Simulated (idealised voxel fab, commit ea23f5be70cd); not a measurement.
This section sets out a process module, namely voxel quadruple lines.
Square cells of 5 nm make up the cross-section cut, whose width is 220 nm.
Just so we're on the same page, the cross-sections are grids of square cells, and they're listed out in bands top to bottom, each band one or more rows deep. Band entry format. Leading values: height of top, height of bottom, nm. Remainder: materials in left-to-right order, each with its width in nm. Special words: "everywhere" on a single material, which then fills the band edge to edge; "empty", empty space. Ref level 0: as-received wafer is one material below here. Bottom band extends down with no lower bound ("z 0 and below"). The two numbers in a width such as "30->40" mark its ends across the band: the first belongs to the top row of cells, the second to the bottom row, and from each row to the next the width moves by the same amount. Any step labelled "changes: none" changed none of the cells in the cross-section. "Closed void catalog" means: voids of 8 cells or more that are shut off from the top with no open way through. Written width x height at distance, distance from the left edge, in nm. Whatever follows a step's settings on its line is a remark the simulator itself makes about that step. For masked steps, "overlay nm" on the step line gives how far right of plan the mask actually lay; a minus sign means it lay to the left.

Below is the list of planned process steps:
1,RECEIVE: material Si
2,CONFORMAL_DEP: material SiO2, thk nm 5
3,DIRECTIONAL_DEP: material W, thk nm 15
4,DIRECTIONAL_DEP: material polySi, thk nm 20
5,DIRECTIONAL_DEP: material aC, thk nm 20
6,PATTERN: tone cover, mask id MANDREL, material resist, width nm 25, thk nm 30, overlay nm 0
7,DIRECTIONAL_ETCH: etch materials aC, depth nm 20
8,STRIP: etch materials resist
9,CONFORMAL_DEP: material SiO2, thk nm 15
10,DIRECTIONAL_ETCH: etch materials SiO2, depth nm 15
11,STRIP: etch materials aC
12,DIRECTIONAL_ETCH: etch materials polySi, depth nm 20
13,STRIP: etch materials SiO2
14,CONFORMAL_DEP: material SiCN, thk nm 5
15,DIRECTIONAL_ETCH: etch materials SiCN, depth nm 5
16,STRIP: etch materials polySi
17,DIRECTIONAL_ETCH: etch materials W, depth nm 15
18,STRIP: etch materials SiCN
19,FILL_DEP: material lowk, thk nm 10
20,CMP: height nm 20

First of two wafers: run as planned:

Cross-section of the wafer as it came to us, i.e., already through step 1:
  z 0 and below = Si everywhere
  Closed void catalog: none

Step 2 complete: cross-section through the wafer:
  z 5 to 0 = SiO2 everywhere
  Everything under 0 stays put, no change at all.

Step 3 complete: cross-section through the wafer:
  z 20 to 5 = W everywhere
  Everything under 5 stays put, no change at all.

Step 4 complete: cross-section through the wafer:
  z 40 to 20 = polySi everywhere
  Everything under 20 stays put, no change at all.

Step 5 complete: cross-section through the wafer:
  z 60 to 40 = aC everywhere
  Everything under 40 stays put, no change at all.

Step 6 complete: cross-section through the wafer:
  z 90 to 60 = empty (95) | resist (25) | empty (100)
  Everything under 60 stays put, no change at all.

Step 7 complete: cross-section through the wafer:
  z 70 to 60 = empty (95) | resist (25) | empty (100)
  z 60 to 40 = empty (95) | aC (25) | empty (100)
  Everything under 40 stays put, no change at all.

Step 8 complete: cross-section through the wafer:
  z 60 to 40 = empty (95) | aC (25) | empty (100)
  Everything under 40 stays put, no change at all.

Step 9 complete: cross-section through the wafer:
  z 75 to 60 = empty (80) | SiO2 (55) | empty (85)
  z 60 to 55 = empty (80) | SiO2 (15) | aC (25) | SiO2 (15) | empty (85)
  z 55 to 40 = SiO2 (95) | aC (25) | SiO2 (100)
  Everything under 40 stays put, no change at all.

Step 10 complete: cross-section through the wafer:
  z 60 to 40 = empty (80) | SiO2 (15) | aC (25) | SiO2 (15) | empty (85)
  Everything under 40 stays put, no change at all.

Step 11 complete: cross-section through the wafer:
  z 60 to 40 = empty (80) | SiO2 (15) | empty (25) | SiO2 (15) | empty (85)
  Everything under 40 stays put, no change at all.

Step 12 complete: cross-section through the wafer:
  z 60 to 40 = empty (80) | SiO2 (15) | empty (25) | SiO2 (15) | empty (85)
  z 40 to 20 = empty (80) | polySi (15) | empty (25) | polySi (15) | empty (85)
  Everything under 20 stays put, no change at all.

Step 13 complete: cross-section through the wafer:
  z 40 to 20 = empty (80) | polySi (15) | empty (25) | polySi (15) | empty (85)
  Everything under 20 stays put, no change at all.

Step 14 complete: cross-section through the wafer:
  z 45 to 40 = empty (75) | SiCN (25) | empty (15) | SiCN (25) | empty (80)
  z 40 to 25 = empty (75) | SiCN (5) | polySi (15) | SiCN (5) | empty (15) | SiCN (5) | polySi (15) | SiCN (5) | empty (80)
  z 25 to 20 = SiCN (80) | polySi (15) | SiCN (25) | polySi (15) | SiCN (85)
  Everything under 20 stays put, no change at all.

Step 15 complete: cross-section through the wafer:
  z 40 to 20 = empty (75) | SiCN (5) | polySi (15) | SiCN (5) | empty (15) | SiCN (5) | polySi (15) | SiCN (5) | empty (80)
  Everything under 20 stays put, no change at all.

Step 16 complete: cross-section through the wafer:
  z 40 to 20 = empty (75) | SiCN (5) | empty (15) | SiCN (5) | empty (15) | SiCN (5) | empty (15) | SiCN (5) | empty (80)
  Everything under 20 stays put, no change at all.

Step 17 complete: cross-section through the wafer:
  z 40 to 20 = empty (75) | SiCN (5) | empty (15) | SiCN (5) | empty (15) | SiCN (5) | empty (15) | SiCN (5) | empty (80)
  z 20 to 5 = empty (75) | W (5) | empty (15) | W (5) | empty (15) | W (5) | empty (15) | W (5) | empty (80)
  Everything under 5 stays put, no change at all.

Step 18 complete: cross-section through the wafer:
  z 20 to 5 = empty (75) | W (5) | empty (15) | W (5) | empty (15) | W (5) | empty (15) | W (5) | empty (80)
  Everything under 5 stays put, no change at all.

Step 19 complete: cross-section through the wafer:
  z 30 to 20 = lowk everywhere
  z 20 to 5 = lowk (75) | W (5) | lowk (15) | W (5) | lowk (15) | W (5) | lowk (15) | W (5) | lowk (80)
  Everything under 5 stays put, no change at all.

Step 20 complete: cross-section through the wafer:
  z 20 to 5 = lowk (75) | W (5) | lowk (15) | W (5) | lowk (15) | W (5) | lowk (15) | W (5) | lowk (80)
  Everything under 5 stays put, no change at all.

Wafer two. Identical start, identical plan. One mistake in execution. Identical history through step 5:

Cross-section, second wafer, at the end time the plan gives for step 6:
  z 90 to 60 = empty (100) | resist (25) | empty (95)
  Everything under 60 stays put, no change at all.

Cross-section, second wafer, at the end time the plan gives for step 7:
  z 70 to 60 = empty (100) | resist (25) | empty (95)
  z 60 to 40 = empty (100) | aC (25) | empty (95)
  Everything under 40 stays put, no change at all.

Cross-section, second wafer, at the end time the plan gives for step 8:
  z 60 to 40 = empty (100) | aC (25) | empty (95)
  Everything under 40 stays put, no change at all.

Cross-section, second wafer, at the end time the plan gives for step 9:
  z 75 to 60 = empty (85) | SiO2 (55) | empty (80)
  z 60 to 55 = empty (85) | SiO2 (15) | aC (25) | SiO2 (15) | empty (80)
  z 55 to 40 = SiO2 (100) | aC (25) | SiO2 (95)
  Everything under 40 stays put, no change at all.

Cross-section, second wafer, at the end time the plan gives for step 10:
  z 60 to 40 = empty (85) | SiO2 (15) | aC (25) | SiO2 (15) | empty (80)
  Everything under 40 stays put, no change at all.

Cross-section, second wafer, at the end time the plan gives for step 11:
  z 60 to 40 = empty (85) | SiO2 (15) | empty (25) | SiO2 (15) | empty (80)
  Everything under 40 stays put, no change at all.

Cross-section, second wafer, at the end time the plan gives for step 12:
  z 60 to 40 = empty (85) | SiO2 (15) | empty (25) | SiO2 (15) | empty (80)
  z 40 to 20 = empty (85) | polySi (15) | empty (25) | polySi (15) | empty (80)
  Everything under 20 stays put, no change at all.

Cross-section, second wafer, at the end time the plan gives for step 13:
  z 40 to 20 = empty (85) | polySi (15) | empty (25) | polySi (15) | empty (80)
  Everything under 20 stays put, no change at all.

Cross-section, second wafer, at the end time the plan gives for step 14:
  z 45 to 40 = empty (80) | SiCN (25) | empty (15) | SiCN (25) | empty (75)
  z 40 to 25 = empty (80) | SiCN (5) | polySi (15) | SiCN (5) | empty (15) | SiCN (5) | polySi (15) | SiCN (5) | empty (75)
  z 25 to 20 = SiCN (85) | polySi (15) | SiCN (25) | polySi (15) | SiCN (80)
  Everything under 20 stays put, no change at all.

Cross-section, second wafer, at the end time the plan gives for step 15:
  z 40 to 20 = empty (80) | SiCN (5) | polySi (15) | SiCN (5) | empty (15) | SiCN (5) | polySi (15) | SiCN (5) | empty (75)
  Everything under 20 stays put, no change at all.

Cross-section, second wafer, at the end time the plan gives for step 16:
  z 40 to 20 = empty (80) | SiCN (5) | empty (15) | SiCN (5) | empty (15) | SiCN (5) | empty (15) | SiCN (5) | empty (75)
  Everything under 20 stays put, no change at all.

Cross-section, second wafer, at the end time the plan gives for step 17:
  z 40 to 20 = empty (80) | SiCN (5) | empty (15) | SiCN (5) | empty (15) | SiCN (5) | empty (15) | SiCN (5) | empty (75)
  z 20 to 5 = empty (80) | W (5) | empty (15) | W (5) | empty (15) | W (5) | empty (15) | W (5) | empty (75)
  Everything under 5 stays put, no change at all.

Cross-section, second wafer, at the end time the plan gives for step 18:
  z 20 to 5 = empty (80) | W (5) | empty (15) | W (5) | empty (15) | W (5) | empty (15) | W (5) | empty (75)
  Everything under 5 stays put, no change at all.

Cross-section, second wafer, at the end time the plan gives for step 19:
  z 30 to 20 = lowk everywhere
  z 20 to 5 = lowk (80) | W (5) | lowk (15) | W (5) | lowk (15) | W (5) | lowk (15) | W (5) | lowk (75)
  Everything under 5 stays put, no change at all.

Cross-section, second wafer, at the end time the plan gives for step 20:
  z 20 to 5 = lowk (80) | W (5) | lowk (15) | W (5) | lowk (15) | W (5) | lowk (15) | W (5) | lowk (75)
  Everything under 5 stays put, no change at all.
Want to know what went wrong? step 6 went in with a setting other than planned; the actual run was PATTERN: tone cover, mask id MANDREL, material resist, width nm 25, thk nm 30, overlay nm 5
Tallied in cells, the final second wafer holds each material in the same quantity as the first, although not at the same places.
